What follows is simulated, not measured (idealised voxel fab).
Process module under the name voxel quadruple lines
cross-section cut | 265 nm wide | cells 5 nm
In what follows, cross-sections appear as grids of square cells, described through bands that run from the top down, where every band is one or more rows of cells. Each band's line starts with the height of the band's top and of its bottom, in nm. Then come its materials from left to right, each with its width in nm. One material with "all across" fills the band from edge to edge. "air" is empty space. Heights are measured from 0, the level below which the as-received wafer is all one material; the lowest band has no bottom and continues downward, written as in "z 0 and below". The width entry "30->40" should be interpreted row by row: the top row of cells in the band takes the first number, the bottom row takes the second number, and the change between adjacent rows is uniform throughout. The cross-section has no changed cell in any step marked "all unchanged". Heads up: "Enclosed internal cavities" only lists the empty pockets with no open path to the top that are 8 cells or more, and it writes them as width x height at distance, distance from the left edge, in nm. after a step's settings: what the simulator itself notes on the step. overlay nm: for a step with a mask, the amount by which the mask lay right of where it was planned; a negative amount means left of it.
-- Planned process steps
1: op RECEIVE | material Si
2: op CONFORMAL_DEP | material Al2O3 | thk nm 5
3: op DIRECTIONAL_DEP | material W | thk nm 10
4: op DIRECTIONAL_DEP | material polySi | thk nm 15
5: op DIRECTIONAL_DEP | material aC | thk nm 20
6: op PATTERN | tone cover | mask id MANDREL | material resist | width nm 20 | pitch nm 60 | thk nm 25 | overlay nm 0
7: op DIRECTIONAL_ETCH | etch materials aC | depth nm 20
8: op STRIP | etch materials resist
9: op CONFORMAL_DEP | material SiO2 | thk nm 10
10: op DIRECTIONAL_ETCH | etch materials SiO2 | depth nm 10
11: op STRIP | etch materials aC
12: op DIRECTIONAL_ETCH | etch materials polySi | depth nm 15
13: op STRIP | etch materials SiO2
14: op CONFORMAL_DEP | material SiN | thk nm 5
15: op DIRECTIONAL_ETCH | etch materials SiN | depth nm 5
16: op STRIP | etch materials polySi
17: op DIRECTIONAL_ETCH | etch materials W | depth nm 10
18: op STRIP | etch materials SiN
19: op FILL_DEP | material SiO2 | thk nm 10
20: op CMP | height nm 15
-- Wafer cross-section on receipt, i.e. after step 1
  z 0 and below: Si all across
  Enclosed internal cavities: none
-- Module complete, cross-section. Starting point and plan per above. One mistake made in running the module
  z 15 to 5: SiO2 (85), W (5), SiO2 (10), W (5), SiO2 (10), W (5), SiO2 (10), W (5), SiO2 (10), W (5), SiO2 (10), W (5), SiO2 (10), W (5), SiO2 (10), W (5), SiO2 (70)
  z 5 to 0: Al2O3 all across
  z 0 and below: Si all across
  Enclosed internal cavities: none
What went wrong in running the wafer? step 6 went in with a setting other than planned; the actual run was op PATTERN | tone cover | mask id MANDREL | material resist | width nm 20 | pitch nm 60 | thk nm 25 | overlay nm 10
